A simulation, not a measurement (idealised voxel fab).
process module | voxel wiring stack
cross-section cut | 225 nm wide | cells 5 nm
A cross-section is a grid of square cells, given in bands from the top down. A band is one or more rows of cells.
Each band's line starts with the height of the band's top and of its bottom, in nm. Then come its materials from left to right, each with its width in nm. One material with "throughout" fills the band from edge to edge. "air" is empty space.
Height 0 is the level under which the wafer as received is all one material. The lowest band goes on downwards, as in "0 down".
A width such as "30 to 40" changes by the same amount from each row of cells to the next, from the band's top row to its bottom row.
"no change" after a step means that no cell of the cross-section changed.
closed voids: empty space of 8 cells or more with no open way to the top, each as width x height at its distance from the left edge, in nm
after a step's settings: what the simulator itself notes on the step
overlay nm, on a step with a mask: how far to the right of its planned place the mask lay; to the left if negative
plan
1 op RECEIVE | material Si
2 op CONFORMAL_DEP | material SiO2 | thk nm 15
3 op CONFORMAL_DEP | material SiN | thk nm 5
4 op DIRECTIONAL_DEP | material lowk | thk nm 25
5 op MASKED_ETCH | tone open | mask id METAL_1 | width nm 20 | pitch nm 35 | etch materials lowk | depth nm 25 | overlay nm 0
6 op MASKED_ETCH | tone open | mask id METAL_1 | width nm 20 | pitch nm 35 | etch materials SiN | depth nm 5 | overlay nm 0
7 op CONFORMAL_DEP | material TiN | thk nm 5
8 op FILL_DEP | material Cu | thk nm 5
9 op CMP | height nm 45
10 op CONFORMAL_DEP | material SiCN | thk nm 5
11 op DIRECTIONAL_DEP | material lowk | thk nm 20
12 op DIRECTIONAL_DEP | material aC | thk nm 15
13 op PATTERN | tone open | mask id PLUG_1 | material resist | width nm 15 | pitch nm 35 | thk nm 35 | overlay nm 0
14 op DIRECTIONAL_ETCH | etch materials aC | depth nm 15
15 op STRIP | etch materials resist
16 op DIRECTIONAL_ETCH | etch materials lowk | depth nm 20
17 op DIRECTIONAL_ETCH | etch materials SiCN | depth nm 5
18 op STRIP | etch materials aC
19 op EPI | material Ru | thk nm 10
20 op EPI | material Ru | thk nm 10
21 op EPI | material Ru | thk nm 5
22 op DIRECTIONAL_DEP | material TiN | thk nm 5
23 op DIRECTIONAL_DEP | material W | thk nm 25
24 op MASKED_ETCH | tone cover | mask id METAL_2 | width nm 20 | pitch nm 35 | etch materials W | depth nm 25 | overlay nm 0
25 op MASKED_ETCH | tone cover | mask id METAL_2 | width nm 20 | pitch nm 35 | etch materials TiN | depth nm 5 | overlay nm 0
26 op CONFORMAL_DEP | material SiCN | thk nm 5
27 op FILL_DEP | material SiO2 | thk nm 10
28 op CMP | height nm 100
29 op CONFORMAL_DEP | material SiCN | thk nm 5
30 op DIRECTIONAL_DEP | material SiO2 | thk nm 35
31 op MASKED_ETCH | tone open | mask id METAL_3_HOLES | width nm 15 | pitch nm 35 | etch materials SiO2 | depth nm 35 | overlay nm 0
32 op PATTERN | tone open | mask id METAL_3 | material resist | width nm 20 | pitch nm 35 | thk nm 15 | overlay nm 0
33 op DIRECTIONAL_ETCH | etch materials SiO2 | depth nm 20
34 op DIRECTIONAL_ETCH | etch materials SiCN | depth nm 5
35 op STRIP | etch materials resist
36 op CONFORMAL_DEP | material TiN | thk nm 5
37 op FILL_DEP | material Cu | thk nm 5
38 op CMP | height nm 140
39 op CONFORMAL_DEP | material SiCN | thk nm 5
40 op DIRECTIONAL_DEP | material lowk | thk nm 15
41 op DIRECTIONAL_DEP | material aC | thk nm 10
42 op PATTERN | tone open | mask id PLUG_3 | material resist | width nm 15 | pitch nm 35 | thk nm 30 | overlay nm 0
43 op DIRECTIONAL_ETCH | etch materials aC | depth nm 10
44 op STRIP | etch materials resist
45 op DIRECTIONAL_ETCH | etch materials lowk | depth nm 15
46 op DIRECTIONAL_ETCH | etch materials SiCN | depth nm 5
47 op STRIP | etch materials aC
48 op EPI | material Ru | thk nm 10
49 op EPI | material Ru | thk nm 10
50 op CONFORMAL_DEP | material SiCN | thk nm 5
51 op DIRECTIONAL_DEP | material lowk | thk nm 20
52 op PATTERN | tone open | mask id METAL_4 | material resist | width nm 20 | pitch nm 35 | thk nm 15 | overlay nm 0
53 op DIRECTIONAL_ETCH | etch materials lowk | depth nm 20
54 op DIRECTIONAL_ETCH | etch materials SiCN | depth nm 5
55 op STRIP | etch materials resist
56 op CONFORMAL_DEP | material TiN | thk nm 5
57 op FILL_DEP | material Cu | thk nm 5
58 op CMP | height nm 185
59 op CONFORMAL_DEP | material SiN | thk nm 5
first wafer, as planned
as received, after step 1
  0 down: Si throughout
  closed voids: none
after step 2
  15 to 0: SiO2 throughout
  below 0: unchanged
after step 3
  20 to 15: SiN throughout
  below 15: unchanged
after step 4
  45 to 20: lowk throughout
  below 20: unchanged
after step 5
  45 to 20: lowk 50 | air 20 | lowk 15 | air 20 | lowk 15 | air 20 | lowk 15 | air 20 | lowk 50
  below 20: unchanged
after step 6
  45 to 20: lowk 50 | air 20 | lowk 15 | air 20 | lowk 15 | air 20 | lowk 15 | air 20 | lowk 50
  20 to 15: SiN 50 | air 20 | SiN 15 | air 20 | SiN 15 | air 20 | SiN 15 | air 20 | SiN 50
  below 15: unchanged
after step 7
  50 to 45: TiN 55 | air 10 | TiN 25 | air 10 | TiN 25 | air 10 | TiN 25 | air 10 | TiN 55
  45 to 20: lowk 50 | TiN 5 | air 10 | TiN 5 | lowk 15 | TiN 5 | air 10 | TiN 5 | lowk 15 | TiN 5 | air 10 | TiN 5 | lowk 15 | TiN 5 | air 10 | TiN 5 | lowk 50
  20 to 15: SiN 50 | TiN 20 | SiN 15 | TiN 20 | SiN 15 | TiN 20 | SiN 15 | TiN 20 | SiN 50
  below 15: unchanged
after step 8
  55 to 50: Cu throughout
  50 to 45: TiN 55 | Cu 10 | TiN 25 | Cu 10 | TiN 25 | Cu 10 | TiN 25 | Cu 10 | TiN 55
  45 to 20: lowk 50 | TiN 5 | Cu 10 | TiN 5 | lowk 15 | TiN 5 | Cu 10 | TiN 5 | lowk 15 | TiN 5 | Cu 10 | TiN 5 | lowk 15 | TiN 5 | Cu 10 | TiN 5 | lowk 50
  below 20: unchanged
after step 9
  45 to 20: lowk 50 | TiN 5 | Cu 10 | TiN 5 | lowk 15 | TiN 5 | Cu 10 | TiN 5 | lowk 15 | TiN 5 | Cu 10 | TiN 5 | lowk 15 | TiN 5 | Cu 10 | TiN 5 | lowk 50
  below 20: unchanged
after step 10
  50 to 45: SiCN throughout
  below 45: unchanged
after step 11
  70 to 50: lowk throughout
  below 50: unchanged
after step 12
  85 to 70: aC throughout
  below 70: unchanged
after step 13
  120 to 85: resist 50 | air 15 | resist 20 | air 15 | resist 20 | air 15 | resist 20 | air 15 | resist 55
  below 85: unchanged
after step 14
  105 to 85: resist 50 | air 15 | resist 20 | air 15 | resist 20 | air 15 | resist 20 | air 15 | resist 55
  85 to 70: aC 50 | air 15 | aC 20 | air 15 | aC 20 | air 15 | aC 20 | air 15 | aC 55
  below 70: unchanged
after step 15
  85 to 70: aC 50 | air 15 | aC 20 | air 15 | aC 20 | air 15 | aC 20 | air 15 | aC 55
  below 70: unchanged
after step 16
  85 to 70: aC 50 | air 15 | aC 20 | air 15 | aC 20 | air 15 | aC 20 | air 15 | aC 55
  70 to 50: lowk 50 | air 15 | lowk 20 | air 15 | lowk 20 | air 15 | lowk 20 | air 15 | lowk 55
  below 50: unchanged
after step 17
  85 to 70: aC 50 | air 15 | aC 20 | air 15 | aC 20 | air 15 | aC 20 | air 15 | aC 55
  70 to 50: lowk 50 | air 15 | lowk 20 | air 15 | lowk 20 | air 15 | lowk 20 | air 15 | lowk 55
  50 to 45: SiCN 50 | air 15 | SiCN 20 | air 15 | SiCN 20 | air 15 | SiCN 20 | air 15 | SiCN 55
  below 45: unchanged
after step 18
  70 to 50: lowk 50 | air 15 | lowk 20 | air 15 | lowk 20 | air 15 | lowk 20 | air 15 | lowk 55
  below 50: unchanged
after step 19
  70 to 55: lowk 50 | air 15 | lowk 20 | air 15 | lowk 20 | air 15 | lowk 20 | air 15 | lowk 55
  55 to 50: lowk 50 | Ru 15 | lowk 20 | Ru 15 | lowk 20 | Ru 15 | lowk 20 | Ru 15 | lowk 55
  50 to 45: SiCN 50 | Ru 15 | SiCN 20 | Ru 15 | SiCN 20 | Ru 15 | SiCN 20 | Ru 15 | SiCN 55
  below 45: unchanged
after step 20
  70 to 65: lowk 50 | air 15 | lowk 20 | air 15 | lowk 20 | air 15 | lowk 20 | air 15 | lowk 55
  65 to 50: lowk 50 | Ru 15 | lowk 20 | Ru 15 | lowk 20 | Ru 15 | lowk 20 | Ru 15 | lowk 55
  below 50: unchanged
after step 21
  70 to 50: lowk 50 | Ru 15 | lowk 20 | Ru 15 | lowk 20 | Ru 15 | lowk 20 | Ru 15 | lowk 55
  below 50: unchanged
after step 22
  75 to 70: TiN throughout
  below 70: unchanged
after step 23
  100 to 75: W throughout
  below 75: unchanged
after step 24
  100 to 75: air 50 | W 20 | air 15 | W 20 | air 15 | W 20 | air 15 | W 20 | air 50
  below 75: unchanged
after step 25
  100 to 75: air 50 | W 20 | air 15 | W 20 | air 15 | W 20 | air 15 | W 20 | air 50
  75 to 70: air 50 | TiN 20 | air 15 | TiN 20 | air 15 | TiN 20 | air 15 | TiN 20 | air 50
  below 70: unchanged
after step 26
  105 to 100: air 45 | SiCN 30 | air 5 | SiCN 30 | air 5 | SiCN 30 | air 5 | SiCN 30 | air 45
  100 to 75: air 45 | SiCN 5 | W 20 | SiCN 5 | air 5 | SiCN 5 | W 20 | SiCN 5 | air 5 | SiCN 5 | W 20 | SiCN 5 | air 5 | SiCN 5 | W 20 | SiCN 5 | air 45
  75 to 70: SiCN 50 | TiN 20 | SiCN 15 | TiN 20 | SiCN 15 | TiN 20 | SiCN 15 | TiN 20 | SiCN 50
  below 70: unchanged
after step 27
  115 to 105: SiO2 throughout
  105 to 100: SiO2 45 | SiCN 30 | SiO2 5 | SiCN 30 | SiO2 5 | SiCN 30 | SiO2 5 | SiCN 30 | SiO2 45
  100 to 75: SiO2 45 | SiCN 5 | W 20 | SiCN 5 | SiO2 5 | SiCN 5 | W 20 | SiCN 5 | SiO2 5 | SiCN 5 | W 20 | SiCN 5 | SiO2 5 | SiCN 5 | W 20 | SiCN 5 | SiO2 45
  below 75: unchanged
after step 28
  100 to 75: SiO2 45 | SiCN 5 | W 20 | SiCN 5 | SiO2 5 | SiCN 5 | W 20 | SiCN 5 | SiO2 5 | SiCN 5 | W 20 | SiCN 5 | SiO2 5 | SiCN 5 | W 20 | SiCN 5 | SiO2 45
  below 75: unchanged
after step 29
  105 to 100: SiCN throughout
  below 100: unchanged
after step 30
  140 to 105: SiO2 throughout
  below 105: unchanged
after step 31
  140 to 105: SiO2 50 | air 15 | SiO2 20 | air 15 | SiO2 20 | air 15 | SiO2 20 | air 15 | SiO2 55
  below 105: unchanged
after step 32
  155 to 140: resist 50 | air 20 | resist 15 | air 20 | resist 15 | air 20 | resist 15 | air 20 | resist 50
  below 140: unchanged
after step 33
  155 to 140: resist 50 | air 20 | resist 15 | air 20 | resist 15 | air 20 | resist 15 | air 20 | resist 50
  140 to 120: SiO2 50 | air 20 | SiO2 15 | air 20 | SiO2 15 | air 20 | SiO2 15 | air 20 | SiO2 50
  below 120: unchanged
after step 34
  155 to 140: resist 50 | air 20 | resist 15 | air 20 | resist 15 | air 20 | resist 15 | air 20 | resist 50
  140 to 120: SiO2 50 | air 20 | SiO2 15 | air 20 | SiO2 15 | air 20 | SiO2 15 | air 20 | SiO2 50
  120 to 105: SiO2 50 | air 15 | SiO2 20 | air 15 | SiO2 20 | air 15 | SiO2 20 | air 15 | SiO2 55
  105 to 100: SiCN 50 | air 15 | SiCN 20 | air 15 | SiCN 20 | air 15 | SiCN 20 | air 15 | SiCN 55
  below 100: unchanged
after step 35
  140 to 120: SiO2 50 | air 20 | SiO2 15 | air 20 | SiO2 15 | air 20 | SiO2 15 | air 20 | SiO2 50
  below 120: unchanged
after step 36
  145 to 140: TiN 55 | air 10 | TiN 25 | air 10 | TiN 25 | air 10 | TiN 25 | air 10 | TiN 55
  140 to 125: SiO2 50 | TiN 5 | air 10 | TiN 5 | SiO2 15 | TiN 5 | air 10 | TiN 5 | SiO2 15 | TiN 5 | air 10 | TiN 5 | SiO2 15 | TiN 5 | air 10 | TiN 5 | SiO2 50
  125 to 120: SiO2 50 | TiN 5 | air 5 | TiN 10 | SiO2 15 | TiN 5 | air 5 | TiN 10 | SiO2 15 | TiN 5 | air 5 | TiN 10 | SiO2 15 | TiN 5 | air 5 | TiN 10 | SiO2 50
  120 to 105: SiO2 50 | TiN 5 | air 5 | TiN 5 | SiO2 20 | TiN 5 | air 5 | TiN 5 | SiO2 20 | TiN 5 | air 5 | TiN 5 | SiO2 20 | TiN 5 | air 5 | TiN 5 | SiO2 55
  105 to 100: SiCN 50 | TiN 15 | SiCN 20 | TiN 15 | SiCN 20 | TiN 15 | SiCN 20 | TiN 15 | SiCN 55
  below 100: unchanged
after step 37
  150 to 145: Cu throughout
  145 to 140: TiN 55 | Cu 10 | TiN 25 | Cu 10 | TiN 25 | Cu 10 | TiN 25 | Cu 10 | TiN 55
  140 to 125: SiO2 50 | TiN 5 | Cu 10 | TiN 5 | SiO2 15 | TiN 5 | Cu 10 | TiN 5 | SiO2 15 | TiN 5 | Cu 10 | TiN 5 | SiO2 15 | TiN 5 | Cu 10 | TiN 5 | SiO2 50
  125 to 120: SiO2 50 | TiN 5 | Cu 5 | TiN 10 | SiO2 15 | TiN 5 | Cu 5 | TiN 10 | SiO2 15 | TiN 5 | Cu 5 | TiN 10 | SiO2 15 | TiN 5 | Cu 5 | TiN 10 | SiO2 50
  120 to 105: SiO2 50 | TiN 5 | Cu 5 | TiN 5 | SiO2 20 | TiN 5 | Cu 5 | TiN 5 | SiO2 20 | TiN 5 | Cu 5 | TiN 5 | SiO2 20 | TiN 5 | Cu 5 | TiN 5 | SiO2 55
  below 105: unchanged
after step 38
  140 to 125: SiO2 50 | TiN 5 | Cu 10 | TiN 5 | SiO2 15 | TiN 5 | Cu 10 | TiN 5 | SiO2 15 | TiN 5 | Cu 10 | TiN 5 | SiO2 15 | TiN 5 | Cu 10 | TiN 5 | SiO2 50
  below 125: unchanged
after step 39
  145 to 140: SiCN throughout
  below 140: unchanged
after step 40
  160 to 145: lowk throughout
  below 145: unchanged
after step 41
  170 to 160: aC throughout
  below 160: unchanged
after step 42
  200 to 170: resist 50 | air 15 | resist 20 | air 15 | resist 20 | air 15 | resist 20 | air 15 | resist 55
  below 170: unchanged
after step 43
  190 to 170: resist 50 | air 15 | resist 20 | air 15 | resist 20 | air 15 | resist 20 | air 15 | resist 55
  170 to 160: aC 50 | air 15 | aC 20 | air 15 | aC 20 | air 15 | aC 20 | air 15 | aC 55
  below 160: unchanged
after step 44
  170 to 160: aC 50 | air 15 | aC 20 | air 15 | aC 20 | air 15 | aC 20 | air 15 | aC 55
  below 160: unchanged
after step 45
  170 to 160: aC 50 | air 15 | aC 20 | air 15 | aC 20 | air 15 | aC 20 | air 15 | aC 55
  160 to 145: lowk 50 | air 15 | lowk 20 | air 15 | lowk 20 | air 15 | lowk 20 | air 15 | lowk 55
  below 145: unchanged
after step 46
  170 to 160: aC 50 | air 15 | aC 20 | air 15 | aC 20 | air 15 | aC 20 | air 15 | aC 55
  160 to 145: lowk 50 | air 15 | lowk 20 | air 15 | lowk 20 | air 15 | lowk 20 | air 15 | lowk 55
  145 to 140: SiCN 50 | air 15 | SiCN 20 | air 15 | SiCN 20 | air 15 | SiCN 20 | air 15 | SiCN 55
  below 140: unchanged
after step 47
  160 to 145: lowk 50 | air 15 | lowk 20 | air 15 | lowk 20 | air 15 | lowk 20 | air 15 | lowk 55
  below 145: unchanged
after step 48
  160 to 150: lowk 50 | air 15 | lowk 20 | air 15 | lowk 20 | air 15 | lowk 20 | air 15 | lowk 55
  150 to 145: lowk 50 | Ru 15 | lowk 20 | Ru 15 | lowk 20 | Ru 15 | lowk 20 | Ru 15 | lowk 55
  145 to 140: SiCN 50 | Ru 15 | SiCN 20 | Ru 15 | SiCN 20 | Ru 15 | SiCN 20 | Ru 15 | SiCN 55
  below 140: unchanged
after step 49
  160 to 145: lowk 50 | Ru 15 | lowk 20 | Ru 15 | lowk 20 | Ru 15 | lowk 20 | Ru 15 | lowk 55
  below 145: unchanged
after step 50
  165 to 160: SiCN throughout
  below 160: unchanged
after step 51
  185 to 165: lowk throughout
  below 165: unchanged
after step 52
  200 to 185: resist 50 | air 20 | resist 15 | air 20 | resist 15 | air 20 | resist 15 | air 20 | resist 50
  below 185: unchanged
after step 53
  200 to 185: resist 50 | air 20 | resist 15 | air 20 | resist 15 | air 20 | resist 15 | air 20 | resist 50
  185 to 165: lowk 50 | air 20 | lowk 15 | air 20 | lowk 15 | air 20 | lowk 15 | air 20 | lowk 50
  below 165: unchanged
after step 54
  200 to 185: resist 50 | air 20 | resist 15 | air 20 | resist 15 | air 20 | resist 15 | air 20 | resist 50
  185 to 165: lowk 50 | air 20 | lowk 15 | air 20 | lowk 15 | air 20 | lowk 15 | air 20 | lowk 50
  165 to 160: SiCN 50 | air 20 | SiCN 15 | air 20 | SiCN 15 | air 20 | SiCN 15 | air 20 | SiCN 50
  below 160: unchanged
after step 55
  185 to 165: lowk 50 | air 20 | lowk 15 | air 20 | lowk 15 | air 20 | lowk 15 | air 20 | lowk 50
  below 165: unchanged
after step 56
  190 to 185: TiN 55 | air 10 | TiN 25 | air 10 | TiN 25 | air 10 | TiN 25 | air 10 | TiN 55
  185 to 165: lowk 50 | TiN 5 | air 10 | TiN 5 | lowk 15 | TiN 5 | air 10 | TiN 5 | lowk 15 | TiN 5 | air 10 | TiN 5 | lowk 15 | TiN 5 | air 10 | TiN 5 | lowk 50
  165 to 160: SiCN 50 | TiN 20 | SiCN 15 | TiN 20 | SiCN 15 | TiN 20 | SiCN 15 | TiN 20 | SiCN 50
  below 160: unchanged
after step 57
  195 to 190: Cu throughout
  190 to 185: TiN 55 | Cu 10 | TiN 25 | Cu 10 | TiN 25 | Cu 10 | TiN 25 | Cu 10 | TiN 55
  185 to 165: lowk 50 | TiN 5 | Cu 10 | TiN 5 | lowk 15 | TiN 5 | Cu 10 | TiN 5 | lowk 15 | TiN 5 | Cu 10 | TiN 5 | lowk 15 | TiN 5 | Cu 10 | TiN 5 | lowk 50
  below 165: unchanged
after step 58
  185 to 165: lowk 50 | TiN 5 | Cu 10 | TiN 5 | lowk 15 | TiN 5 | Cu 10 | TiN 5 | lowk 15 | TiN 5 | Cu 10 | TiN 5 | lowk 15 | TiN 5 | Cu 10 | TiN 5 | lowk 50
  below 165: unchanged
after step 59
  190 to 185: SiN throughout
  below 185: unchanged
second wafer: like start, like plan, one mistake. Through step 21 it matches the first wafer
when step 22 should have ended: no change
when step 23 should have ended
  95 to 70: W throughout
  below 70: unchanged
when step 24 should have ended
  95 to 70: air 50 | W 20 | air 15 | W 20 | air 15 | W 20 | air 15 | W 20 | air 50
  below 70: unchanged
when step 25 should have ended: no change
when step 26 should have ended
  100 to 95: air 45 | SiCN 30 | air 5 | SiCN 30 | air 5 | SiCN 30 | air 5 | SiCN 30 | air 45
  95 to 75: air 45 | SiCN 5 | W 20 | SiCN 5 | air 5 | SiCN 5 | W 20 | SiCN 5 | air 5 | SiCN 5 | W 20 | SiCN 5 | air 5 | SiCN 5 | W 20 | SiCN 5 | air 45
  75 to 70: SiCN 50 | W 20 | SiCN 15 | W 20 | SiCN 15 | W 20 | SiCN 15 | W 20 | SiCN 50
  below 70: unchanged
when step 27 should have ended
  110 to 100: SiO2 throughout
  100 to 95: SiO2 45 | SiCN 30 | SiO2 5 | SiCN 30 | SiO2 5 | SiCN 30 | SiO2 5 | SiCN 30 | SiO2 45
  95 to 75: SiO2 45 | SiCN 5 | W 20 | SiCN 5 | SiO2 5 | SiCN 5 | W 20 | SiCN 5 | SiO2 5 | SiCN 5 | W 20 | SiCN 5 | SiO2 5 | SiCN 5 | W 20 | SiCN 5 | SiO2 45
  below 75: unchanged
when step 28 should have ended
  100 to 95: SiO2 45 | SiCN 30 | SiO2 5 | SiCN 30 | SiO2 5 | SiCN 30 | SiO2 5 | SiCN 30 | SiO2 45
  below 95: unchanged
when step 29 should have ended
  105 to 100: SiCN throughout
  below 100: unchanged
when step 30 should have ended
  140 to 105: SiO2 throughout
  below 105: unchanged
when step 31 should have ended
  140 to 105: SiO2 50 | air 15 | SiO2 20 | air 15 | SiO2 20 | air 15 | SiO2 20 | air 15 | SiO2 55
  below 105: unchanged
when step 32 should have ended
  155 to 140: resist 50 | air 20 | resist 15 | air 20 | resist 15 | air 20 | resist 15 | air 20 | resist 50
  below 140: unchanged
when step 33 should have ended
  155 to 140: resist 50 | air 20 | resist 15 | air 20 | resist 15 | air 20 | resist 15 | air 20 | resist 50
  140 to 120: SiO2 50 | air 20 | SiO2 15 | air 20 | SiO2 15 | air 20 | SiO2 15 | air 20 | SiO2 50
  below 120: unchanged
when step 34 should have ended
  155 to 140: resist 50 | air 20 | resist 15 | air 20 | resist 15 | air 20 | resist 15 | air 20 | resist 50
  140 to 120: SiO2 50 | air 20 | SiO2 15 | air 20 | SiO2 15 | air 20 | SiO2 15 | air 20 | SiO2 50
  120 to 105: SiO2 50 | air 15 | SiO2 20 | air 15 | SiO2 20 | air 15 | SiO2 20 | air 15 | SiO2 55
  105 to 100: SiCN 50 | air 15 | SiCN 20 | air 15 | SiCN 20 | air 15 | SiCN 20 | air 15 | SiCN 55
  below 100: unchanged
when step 35 should have ended
  140 to 120: SiO2 50 | air 20 | SiO2 15 | air 20 | SiO2 15 | air 20 | SiO2 15 | air 20 | SiO2 50
  below 120: unchanged
when step 36 should have ended
  145 to 140: TiN 55 | air 10 | TiN 25 | air 10 | TiN 25 | air 10 | TiN 25 | air 10 | TiN 55
  140 to 125: SiO2 50 | TiN 5 | air 10 | TiN 5 | SiO2 15 | TiN 5 | air 10 | TiN 5 | SiO2 15 | TiN 5 | air 10 | TiN 5 | SiO2 15 | TiN 5 | air 10 | TiN 5 | SiO2 50
  125 to 120: SiO2 50 | TiN 5 | air 5 | TiN 10 | SiO2 15 | TiN 5 | air 5 | TiN 10 | SiO2 15 | TiN 5 | air 5 | TiN 10 | SiO2 15 | TiN 5 | air 5 | TiN 10 | SiO2 50
  120 to 105: SiO2 50 | TiN 5 | air 5 | TiN 5 | SiO2 20 | TiN 5 | air 5 | TiN 5 | SiO2 20 | TiN 5 | air 5 | TiN 5 | SiO2 20 | TiN 5 | air 5 | TiN 5 | SiO2 55
  105 to 100: SiCN 50 | TiN 15 | SiCN 20 | TiN 15 | SiCN 20 | TiN 15 | SiCN 20 | TiN 15 | SiCN 55
  below 100: unchanged
when step 37 should have ended
  150 to 145: Cu throughout
  145 to 140: TiN 55 | Cu 10 | TiN 25 | Cu 10 | TiN 25 | Cu 10 | TiN 25 | Cu 10 | TiN 55
  140 to 125: SiO2 50 | TiN 5 | Cu 10 | TiN 5 | SiO2 15 | TiN 5 | Cu 10 | TiN 5 | SiO2 15 | TiN 5 | Cu 10 | TiN 5 | SiO2 15 | TiN 5 | Cu 10 | TiN 5 | SiO2 50
  125 to 120: SiO2 50 | TiN 5 | Cu 5 | TiN 10 | SiO2 15 | TiN 5 | Cu 5 | TiN 10 | SiO2 15 | TiN 5 | Cu 5 | TiN 10 | SiO2 15 | TiN 5 | Cu 5 | TiN 10 | SiO2 50
  120 to 105: SiO2 50 | TiN 5 | Cu 5 | TiN 5 | SiO2 20 | TiN 5 | Cu 5 | TiN 5 | SiO2 20 | TiN 5 | Cu 5 | TiN 5 | SiO2 20 | TiN 5 | Cu 5 | TiN 5 | SiO2 55
  below 105: unchanged
when step 38 should have ended
  140 to 125: SiO2 50 | TiN 5 | Cu 10 | TiN 5 | SiO2 15 | TiN 5 | Cu 10 | TiN 5 | SiO2 15 | TiN 5 | Cu 10 | TiN 5 | SiO2 15 | TiN 5 | Cu 10 | TiN 5 | SiO2 50
  below 125: unchanged
when step 39 should have ended
  145 to 140: SiCN throughout
  below 140: unchanged
when step 40 should have ended
  160 to 145: lowk throughout
  below 145: unchanged
when step 41 should have ended
  170 to 160: aC throughout
  below 160: unchanged
when step 42 should have ended
  200 to 170: resist 50 | air 15 | resist 20 | air 15 | resist 20 | air 15 | resist 20 | air 15 | resist 55
  below 170: unchanged
when step 43 should have ended
  190 to 170: resist 50 | air 15 | resist 20 | air 15 | resist 20 | air 15 | resist 20 | air 15 | resist 55
  170 to 160: aC 50 | air 15 | aC 20 | air 15 | aC 20 | air 15 | aC 20 | air 15 | aC 55
  below 160: unchanged
when step 44 should have ended
  170 to 160: aC 50 | air 15 | aC 20 | air 15 | aC 20 | air 15 | aC 20 | air 15 | aC 55
  below 160: unchanged
when step 45 should have ended
  170 to 160: aC 50 | air 15 | aC 20 | air 15 | aC 20 | air 15 | aC 20 | air 15 | aC 55
  160 to 145: lowk 50 | air 15 | lowk 20 | air 15 | lowk 20 | air 15 | lowk 20 | air 15 | lowk 55
  below 145: unchanged
when step 46 should have ended
  170 to 160: aC 50 | air 15 | aC 20 | air 15 | aC 20 | air 15 | aC 20 | air 15 | aC 55
  160 to 145: lowk 50 | air 15 | lowk 20 | air 15 | lowk 20 | air 15 | lowk 20 | air 15 | lowk 55
  145 to 140: SiCN 50 | air 15 | SiCN 20 | air 15 | SiCN 20 | air 15 | SiCN 20 | air 15 | SiCN 55
  below 140: unchanged
when step 47 should have ended
  160 to 145: lowk 50 | air 15 | lowk 20 | air 15 | lowk 20 | air 15 | lowk 20 | air 15 | lowk 55
  below 145: unchanged
when step 48 should have ended
  160 to 150: lowk 50 | air 15 | lowk 20 | air 15 | lowk 20 | air 15 | lowk 20 | air 15 | lowk 55
  150 to 145: lowk 50 | Ru 15 | lowk 20 | Ru 15 | lowk 20 | Ru 15 | lowk 20 | Ru 15 | lowk 55
  145 to 140: SiCN 50 | Ru 15 | SiCN 20 | Ru 15 | SiCN 20 | Ru 15 | SiCN 20 | Ru 15 | SiCN 55
  below 140: unchanged
when step 49 should have ended
  160 to 145: lowk 50 | Ru 15 | lowk 20 | Ru 15 | lowk 20 | Ru 15 | lowk 20 | Ru 15 | lowk 55
  below 145: unchanged
when step 50 should have ended
  165 to 160: SiCN throughout
  below 160: unchanged
when step 51 should have ended
  185 to 165: lowk throughout
  below 165: unchanged
when step 52 should have ended
  200 to 185: resist 50 | air 20 | resist 15 | air 20 | resist 15 | air 20 | resist 15 | air 20 | resist 50
  below 185: unchanged
when step 53 should have ended
  200 to 185: resist 50 | air 20 | resist 15 | air 20 | resist 15 | air 20 | resist 15 | air 20 | resist 50
  185 to 165: lowk 50 | air 20 | lowk 15 | air 20 | lowk 15 | air 20 | lowk 15 | air 20 | lowk 50
  below 165: unchanged
when step 54 should have ended
  200 to 185: resist 50 | air 20 | resist 15 | air 20 | resist 15 | air 20 | resist 15 | air 20 | resist 50
  185 to 165: lowk 50 | air 20 | lowk 15 | air 20 | lowk 15 | air 20 | lowk 15 | air 20 | lowk 50
  165 to 160: SiCN 50 | air 20 | SiCN 15 | air 20 | SiCN 15 | air 20 | SiCN 15 | air 20 | SiCN 50
  below 160: unchanged
when step 55 should have ended
  185 to 165: lowk 50 | air 20 | lowk 15 | air 20 | lowk 15 | air 20 | lowk 15 | air 20 | lowk 50
  below 165: unchanged
when step 56 should have ended
  190 to 185: TiN 55 | air 10 | TiN 25 | air 10 | TiN 25 | air 10 | TiN 25 | air 10 | TiN 55
  185 to 165: lowk 50 | TiN 5 | air 10 | TiN 5 | lowk 15 | TiN 5 | air 10 | TiN 5 | lowk 15 | TiN 5 | air 10 | TiN 5 | lowk 15 | TiN 5 | air 10 | TiN 5 | lowk 50
  165 to 160: SiCN 50 | TiN 20 | SiCN 15 | TiN 20 | SiCN 15 | TiN 20 | SiCN 15 | TiN 20 | SiCN 50
  below 160: unchanged
when step 57 should have ended
  195 to 190: Cu throughout
  190 to 185: TiN 55 | Cu 10 | TiN 25 | Cu 10 | TiN 25 | Cu 10 | TiN 25 | Cu 10 | TiN 55
  185 to 165: lowk 50 | TiN 5 | Cu 10 | TiN 5 | lowk 15 | TiN 5 | Cu 10 | TiN 5 | lowk 15 | TiN 5 | Cu 10 | TiN 5 | lowk 15 | TiN 5 | Cu 10 | TiN 5 | lowk 50
  below 165: unchanged
when step 58 should have ended
  185 to 165: lowk 50 | TiN 5 | Cu 10 | TiN 5 | lowk 15 | TiN 5 | Cu 10 | TiN 5 | lowk 15 | TiN 5 | Cu 10 | TiN 5 | lowk 15 | TiN 5 | Cu 10 | TiN 5 | lowk 50
  below 165: unchanged
when step 59 should have ended
  190 to 185: SiN throughout
  below 185: unchanged
what went wrong: step 22 was left out
at the end the second wafer has, in cells: 16 more of SiCN | 16 fewer of TiN
